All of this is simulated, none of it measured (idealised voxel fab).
Process module heading - voxel air gaps
The width of the displayed cross-section, cut, is 270 nm; its cells are square, with a size of 5 nm.
Cross-section format: a grid of square cells, given as bands from top to bottom; each band is one or more rows of cells.
Heads up on the band format: heights come first, top then bottom, in nm. After that it's the materials left to right, each with its width in nm. A single material flagged "full width" fills the whole band edge to edge, and "empty" means there's empty space there.
Heights from 0 (as-received wafer is one material below). Bottom band endless downward, as "z 0 and below".
The two numbers in a width such as "30->40" mark its ends across the band: the first belongs to the top row of cells, the second to the bottom row, and from each row to the next the width moves by the same amount.
The cross-section has no changed cell in any step marked "remains unaltered".
In "Trapped voids" the enclosed voids are listed, meaning empty spaces of 8 cells or larger without any opening to the top. The form is width x height at distance, distance from the left edge, units nm.
On a step's line, text after the settings is the simulator commenting on that step.
overlay nm: on a step with a mask, how far right of its planned place the mask lay; negative means left.
# Below is the list of planned process steps
step 1: RECEIVE (material Si)
step 2: CONFORMAL_DEP (material SiO2; thk nm 15)
step 3: CONFORMAL_DEP (material SiN; thk nm 5)
step 4: DIRECTIONAL_DEP (material lowk; thk nm 30)
step 5: PATTERN (tone open; mask id LINES; material resist; width nm 25; pitch nm 50; thk nm 15; overlay nm 0)
step 6: DIRECTIONAL_ETCH (etch materials lowk; depth nm 30)
step 7: STRIP (etch materials resist)
step 8: CONFORMAL_DEP (material TiN; thk nm 5)
step 9: FILL_DEP (material Cu; thk nm 10)
step 10: CMP (height nm 50)
step 11: EPI (material Ru; thk nm 10)
step 12: SELECTIVE_ETCH (etch materials lowk; depth nm 40)
step 13: CONFORMAL_DEP (material SiCN; thk nm 5)
# Of two wafers, the first: run according to plan
# Cross-section, incoming material, after step 1
    z 0 and below  Si full width
    Trapped voids: none
# You're looking at a cross-section of the wafer after step 2
    z 15 to 0  SiO2 full width
    For the remainder of the cross-section, below 0, there is no change.
# You're looking at a cross-section of the wafer after step 3
    z 20 to 15  SiN full width
    For the remainder of the cross-section, below 15, there is no change.
# You're looking at a cross-section of the wafer after step 4
    z 50 to 20  lowk full width
    For the remainder of the cross-section, below 20, there is no change.
# You're looking at a cross-section of the wafer after step 5
    z 65 to 50  resist 45 nm, empty 25 nm, resist 25 nm, empty 25 nm, resist 25 nm, empty 25 nm, resist 25 nm, empty 25 nm, resist 50 nm
    For the remainder of the cross-section, below 50, there is no change.
# You're looking at a cross-section of the wafer after step 6
    z 65 to 50  resist 45 nm, empty 25 nm, resist 25 nm, empty 25 nm, resist 25 nm, empty 25 nm, resist 25 nm, empty 25 nm, resist 50 nm
    z 50 to 20  lowk 45 nm, empty 25 nm, lowk 25 nm, empty 25 nm, lowk 25 nm, empty 25 nm, lowk 25 nm, empty 25 nm, lowk 50 nm
    For the remainder of the cross-section, below 20, there is no change.
# You're looking at a cross-section of the wafer after step 7
    z 50 to 20  lowk 45 nm, empty 25 nm, lowk 25 nm, empty 25 nm, lowk 25 nm, empty 25 nm, lowk 25 nm, empty 25 nm, lowk 50 nm
    For the remainder of the cross-section, below 20, there is no change.
# You're looking at a cross-section of the wafer after step 8
    z 55 to 50  TiN 50 nm, empty 15 nm, TiN 35 nm, empty 15 nm, TiN 35 nm, empty 15 nm, TiN 35 nm, empty 15 nm, TiN 55 nm
    z 50 to 25  lowk 45 nm, TiN 5 nm, empty 15 nm, TiN 5 nm, lowk 25 nm, TiN 5 nm, empty 15 nm, TiN 5 nm, lowk 25 nm, TiN 5 nm, empty 15 nm, TiN 5 nm, lowk 25 nm, TiN 5 nm, empty 15 nm, TiN 5 nm, lowk 50 nm
    z 25 to 20  lowk 45 nm, TiN 25 nm, lowk 25 nm, TiN 25 nm, lowk 25 nm, TiN 25 nm, lowk 25 nm, TiN 25 nm, lowk 50 nm
    For the remainder of the cross-section, below 20, there is no change.
# You're looking at a cross-section of the wafer after step 9
    z 65 to 55  Cu full width
    z 55 to 50  TiN 50 nm, Cu 15 nm, TiN 35 nm, Cu 15 nm, TiN 35 nm, Cu 15 nm, TiN 35 nm, Cu 15 nm, TiN 55 nm
    z 50 to 25  lowk 45 nm, TiN 5 nm, Cu 15 nm, TiN 5 nm, lowk 25 nm, TiN 5 nm, Cu 15 nm, TiN 5 nm, lowk 25 nm, TiN 5 nm, Cu 15 nm, TiN 5 nm, lowk 25 nm, TiN 5 nm, Cu 15 nm, TiN 5 nm, lowk 50 nm
    For the remainder of the cross-section, below 25, there is no change.
# You're looking at a cross-section of the wafer after step 10
    z 50 to 25  lowk 45 nm, TiN 5 nm, Cu 15 nm, TiN 5 nm, lowk 25 nm, TiN 5 nm, Cu 15 nm, TiN 5 nm, lowk 25 nm, TiN 5 nm, Cu 15 nm, TiN 5 nm, lowk 25 nm, TiN 5 nm, Cu 15 nm, TiN 5 nm, lowk 50 nm
    For the remainder of the cross-section, below 25, there is no change.
# You're looking at a cross-section of the wafer after step 11
    z 60 to 50  empty 35 nm, Ru 45 nm, empty 5 nm, Ru 45 nm, empty 5 nm, Ru 45 nm, empty 5 nm, Ru 45 nm, empty 40 nm
    For the remainder of the cross-section, below 50, there is no change.
# You're looking at a cross-section of the wafer after step 12
    z 60 to 50  empty 35 nm, Ru 45 nm, empty 5 nm, Ru 45 nm, empty 5 nm, Ru 45 nm, empty 5 nm, Ru 45 nm, empty 40 nm
    z 50 to 25  empty 45 nm, TiN 5 nm, Cu 15 nm, TiN 5 nm, empty 25 nm, TiN 5 nm, Cu 15 nm, TiN 5 nm, empty 25 nm, TiN 5 nm, Cu 15 nm, TiN 5 nm, empty 25 nm, TiN 5 nm, Cu 15 nm, TiN 5 nm, empty 50 nm
    z 25 to 20  empty 45 nm, TiN 25 nm, empty 25 nm, TiN 25 nm, empty 25 nm, TiN 25 nm, empty 25 nm, TiN 25 nm, empty 50 nm
    For the remainder of the cross-section, below 20, there is no change.
# You're looking at a cross-section of the wafer after step 13
    z 65 to 60  empty 30 nm, SiCN 205 nm, empty 35 nm
    z 60 to 50  empty 30 nm, SiCN 5 nm, Ru 45 nm, SiCN 5 nm, Ru 45 nm, SiCN 5 nm, Ru 45 nm, SiCN 5 nm, Ru 45 nm, SiCN 5 nm, empty 35 nm
    z 50 to 45  empty 30 nm, SiCN 15 nm, TiN 5 nm, Cu 15 nm, TiN 5 nm, SiCN 25 nm, TiN 5 nm, Cu 15 nm, TiN 5 nm, SiCN 25 nm, TiN 5 nm, Cu 15 nm, TiN 5 nm, SiCN 25 nm, TiN 5 nm, Cu 15 nm, TiN 5 nm, SiCN 15 nm, empty 35 nm
    z 45 to 25  empty 40 nm, SiCN 5 nm, TiN 5 nm, Cu 15 nm, TiN 5 nm, SiCN 5 nm, empty 15 nm, SiCN 5 nm, TiN 5 nm, Cu 15 nm, TiN 5 nm, SiCN 5 nm, empty 15 nm, SiCN 5 nm, TiN 5 nm, Cu 15 nm, TiN 5 nm, SiCN 5 nm, empty 15 nm, SiCN 5 nm, TiN 5 nm, Cu 15 nm, TiN 5 nm, SiCN 5 nm, empty 45 nm
    z 25 to 20  SiCN 45 nm, TiN 25 nm, SiCN 25 nm, TiN 25 nm, SiCN 25 nm, TiN 25 nm, SiCN 25 nm, TiN 25 nm, SiCN 50 nm
    For the remainder of the cross-section, below 20, there is no change.
    Trapped voids: 15 x 20 at 75; 15 x 20 at 125; 15 x 20 at 175
# Wafer two. Identical start, identical plan. One mistake in execution. Identical history through step 4
# At the planned end of step 5, the second wafer in cross-section
    z 65 to 50  resist 45 nm, empty 30 nm, resist 20 nm, empty 30 nm, resist 20 nm, empty 30 nm, resist 20 nm, empty 30 nm, resist 45 nm
    For the remainder of the cross-section, below 50, there is no change.
# At the planned end of step 6, the second wafer in cross-section
    z 65 to 50  resist 45 nm, empty 30 nm, resist 20 nm, empty 30 nm, resist 20 nm, empty 30 nm, resist 20 nm, empty 30 nm, resist 45 nm
    z 50 to 20  lowk 45 nm, empty 30 nm, lowk 20 nm, empty 30 nm, lowk 20 nm, empty 30 nm, lowk 20 nm, empty 30 nm, lowk 45 nm
    For the remainder of the cross-section, below 20, there is no change.
# At the planned end of step 7, the second wafer in cross-section
    z 50 to 20  lowk 45 nm, empty 30 nm, lowk 20 nm, empty 30 nm, lowk 20 nm, empty 30 nm, lowk 20 nm, empty 30 nm, lowk 45 nm
    For the remainder of the cross-section, below 20, there is no change.
# At the planned end of step 8, the second wafer in cross-section
    z 55 to 50  TiN 50 nm, empty 20 nm, TiN 30 nm, empty 20 nm, TiN 30 nm, empty 20 nm, TiN 30 nm, empty 20 nm, TiN 50 nm
    z 50 to 25  lowk 45 nm, TiN 5 nm, empty 20 nm, TiN 5 nm, lowk 20 nm, TiN 5 nm, empty 20 nm, TiN 5 nm, lowk 20 nm, TiN 5 nm, empty 20 nm, TiN 5 nm, lowk 20 nm, TiN 5 nm, empty 20 nm, TiN 5 nm, lowk 45 nm
    z 25 to 20  lowk 45 nm, TiN 30 nm, lowk 20 nm, TiN 30 nm, lowk 20 nm, TiN 30 nm, lowk 20 nm, TiN 30 nm, lowk 45 nm
    For the remainder of the cross-section, below 20, there is no change.
# At the planned end of step 9, the second wafer in cross-section
    z 65 to 55  Cu full width
    z 55 to 50  TiN 50 nm, Cu 20 nm, TiN 30 nm, Cu 20 nm, TiN 30 nm, Cu 20 nm, TiN 30 nm, Cu 20 nm, TiN 50 nm
    z 50 to 25  lowk 45 nm, TiN 5 nm, Cu 20 nm, TiN 5 nm, lowk 20 nm, TiN 5 nm, Cu 20 nm, TiN 5 nm, lowk 20 nm, TiN 5 nm, Cu 20 nm, TiN 5 nm, lowk 20 nm, TiN 5 nm, Cu 20 nm, TiN 5 nm, lowk 45 nm
    For the remainder of the cross-section, below 25, there is no change.
# At the planned end of step 10, the second wafer in cross-section
    z 50 to 25  lowk 45 nm, TiN 5 nm, Cu 20 nm, TiN 5 nm, lowk 20 nm, TiN 5 nm, Cu 20 nm, TiN 5 nm, lowk 20 nm, TiN 5 nm, Cu 20 nm, TiN 5 nm, lowk 20 nm, TiN 5 nm, Cu 20 nm, TiN 5 nm, lowk 45 nm
    For the remainder of the cross-section, below 25, there is no change.
# At the planned end of step 11, the second wafer in cross-section
    z 60 to 50  empty 35 nm, Ru 200 nm, empty 35 nm
    For the remainder of the cross-section, below 50, there is no change.
# At the planned end of step 12, the second wafer in cross-section
    z 60 to 50  empty 35 nm, Ru 200 nm, empty 35 nm
    z 50 to 25  empty 45 nm, TiN 5 nm, Cu 20 nm, TiN 5 nm, lowk 20 nm, TiN 5 nm, Cu 20 nm, TiN 5 nm, lowk 20 nm, TiN 5 nm, Cu 20 nm, TiN 5 nm, lowk 20 nm, TiN 5 nm, Cu 20 nm, TiN 5 nm, empty 45 nm
    z 25 to 20  empty 45 nm, TiN 30 nm, lowk 20 nm, TiN 30 nm, lowk 20 nm, TiN 30 nm, lowk 20 nm, TiN 30 nm, empty 45 nm
    For the remainder of the cross-section, below 20, there is no change.
# At the planned end of step 13, the second wafer in cross-section
    z 65 to 60  empty 30 nm, SiCN 210 nm, empty 30 nm
    z 60 to 50  empty 30 nm, SiCN 5 nm, Ru 200 nm, SiCN 5 nm, empty 30 nm
    z 50 to 45  empty 30 nm, SiCN 15 nm, TiN 5 nm, Cu 20 nm, TiN 5 nm, lowk 20 nm, TiN 5 nm, Cu 20 nm, TiN 5 nm, lowk 20 nm, TiN 5 nm, Cu 20 nm, TiN 5 nm, lowk 20 nm, TiN 5 nm, Cu 20 nm, TiN 5 nm, SiCN 15 nm, empty 30 nm
    z 45 to 25  empty 40 nm, SiCN 5 nm, TiN 5 nm, Cu 20 nm, TiN 5 nm, lowk 20 nm, TiN 5 nm, Cu 20 nm, TiN 5 nm, lowk 20 nm, TiN 5 nm, Cu 20 nm, TiN 5 nm, lowk 20 nm, TiN 5 nm, Cu 20 nm, TiN 5 nm, SiCN 5 nm, empty 40 nm
    z 25 to 20  SiCN 45 nm, TiN 30 nm, lowk 20 nm, TiN 30 nm, lowk 20 nm, TiN 30 nm, lowk 20 nm, TiN 30 nm, SiCN 45 nm
    For the remainder of the cross-section, below 20, there is no change.
Where did the run depart from the plan? step 5 was processed under conditions differing from the plan, specifically as PATTERN (tone open; mask id LINES; material resist; width nm 30; pitch nm 50; thk nm 15; overlay nm 0)
Looking at both finished wafers in cells, the second ends up ahead of or behind the first on some materials: Cu +20; Ru +8; SiCN -60; TiN +4; lowk +72
On completion, 0 closed voids are found in the second wafer, whereas the first wafer has 3.
